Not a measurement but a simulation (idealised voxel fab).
Title: Process Module voxel self aligned contacts
The figure presents cross-section cut, which has a width of 240 nm and is divided into square cells with an edge length of 5 nm.
Square cells in a grid make up a cross-section in this document, and the grid is given as bands, listed from the top down, each one or more rows of cells. What a band's entry tells you: where the top is and where the bottom is, as heights in nm, and after that what lies inside, material by material from left to right, each with its width in nm. Empty space is written as the word "air", and a single material marked with the word "full width" occupies the band from edge to edge. Basically, 0 is our baseline, since under it the wafer straight out of the box is all one material. The bottom band has no lower end and keeps on going down, so it looks like "from 0 down". When a width is written as two numbers, as in "30->40", the first number is the width in the top row of cells of the band and the second is the width in its bottom row, and the width changes by the same amount from each row to the next. The cross-section has no changed cell in any step marked "changes: none". Empty spaces counting at least 8 cells and having no open way to the top are listed in "Closed void entries". The notation width x height at distance is used for each, the distance being from the left edge and all three values in nm. Past the settings on a step's line: simulator remark, on that step. overlay nm: where the mask lay relative to plan, measured to the right, on steps with a mask; negatives go left.
The following list gives the planned process steps
| 1 | RECEIVE, material Si |
| 2 | OXIDIZE, depth nm 5 |
| 3 | DIRECTIONAL_DEP, material polySi, thk nm 25 |
| 4 | DIRECTIONAL_DEP, material SiN, thk nm 20 |
| 5 | DIRECTIONAL_DEP, material aC, thk nm 15 |
| 6 | PATTERN, tone cover, mask id GATE, material resist, width nm 25, pitch nm 55, thk nm 30, overlay nm 0 |
| 7 | DIRECTIONAL_ETCH, etch materials aC, depth nm 15 |
| 8 | STRIP, etch materials resist |
| 9 | DIRECTIONAL_ETCH, etch materials SiN, depth nm 20 |
| 10 | DIRECTIONAL_ETCH, etch materials polySi, depth nm 25 |
| 11 | STRIP, etch materials aC |
| 12 | CONFORMAL_DEP, material SiN, thk nm 5 |
| 13 | DIRECTIONAL_ETCH, etch materials SiN, depth nm 5 |
| 14 | FILL_DEP, material SiO2, thk nm 20 |
| 15 | CMP, height nm 55 |
| 16 | PATTERN, tone open, mask id CONTACT, material resist, width nm 40, pitch nm 55, thk nm 20, overlay nm 0 |
| 17 | DIRECTIONAL_ETCH, etch materials SiO2, depth nm 60 |
| 18 | STRIP, etch materials resist |
| 19 | CONFORMAL_DEP, material TiN, thk nm 5 |
| 20 | FILL_DEP, material W, thk nm 5 |
| 21 | CMP, height nm 55 |
| 22 | CONFORMAL_DEP, material SiCN, thk nm 5 |
Received-state cross-section, reflecting completion of step 1
    from 0 down  Si full width
    Closed void entries: none
First wafer of two, sectioned at end of module; run went per plan
    from 60 to 55  SiCN full width
    from 55 to 45  SiO2 70 nm  TiN 5->15 nm  W 30->10 nm  TiN 5->15 nm  SiO2 15 nm  TiN 5->15 nm  W 30->10 nm  TiN 5->15 nm  SiO2 75 nm
    from 45 to 25  SiO2 45 nm  SiN 35 nm  TiN 5 nm  W 10 nm  TiN 5 nm  SiN 35 nm  TiN 5 nm  W 10 nm  TiN 5 nm  SiN 35 nm  SiO2 50 nm
    from 25 to 0  SiO2 45 nm  SiN 5 nm  polySi 25 nm  SiN 5 nm  TiN 5 nm  W 10 nm  TiN 5 nm  SiN 5 nm  polySi 25 nm  SiN 5 nm  TiN 5 nm  W 10 nm  TiN 5 nm  SiN 5 nm  polySi 25 nm  SiN 5 nm  SiO2 50 nm
    from 0 to -5  SiO2 80 nm  TiN 20 nm  SiO2 35 nm  TiN 20 nm  SiO2 85 nm
    from -5 down  Si full width
    Closed void entries: none
Wafer two cross-section, module end. Start and plan unchanged from wafer one; one mistake made during the run
    from 60 to 55  SiCN full width
    from 55 to 45  SiO2 70 nm  TiN 5->15 nm  W 30->10 nm  TiN 5->15 nm  SiO2 15 nm  TiN 5->15 nm  W 30->10 nm  TiN 5->15 nm  SiO2 75 nm
    from 45 to 25  SiO2 45 nm  SiN 35 nm  TiN 5 nm  W 10 nm  TiN 5 nm  SiN 35 nm  TiN 5 nm  W 10 nm  TiN 5 nm  SiN 35 nm  SiO2 50 nm
    from 25 to 5  SiO2 45 nm  SiN 5 nm  polySi 25 nm  SiN 5 nm  TiN 5 nm  W 10 nm  TiN 5 nm  SiN 5 nm  polySi 25 nm  SiN 5 nm  TiN 5 nm  W 10 nm  TiN 5 nm  SiN 5 nm  polySi 25 nm  SiN 5 nm  SiO2 50 nm
    from 5 to 0  SiO2 45 nm  SiN 5 nm  polySi 25 nm  SiN 5 nm  TiN 20 nm  SiN 5 nm  polySi 25 nm  SiN 5 nm  TiN 20 nm  SiN 5 nm  polySi 25 nm  SiN 5 nm  SiO2 50 nm
    from 0 down  Si full width
    Closed void entries: none
Which mistake was made when the wafer was run? the plan's step 2 went unexecuted, having been skipped
Wafer comparison, final, in cells, second relative to first, materials more or fewer: Si +48 | SiO2 -40 | TiN -4 | W -4
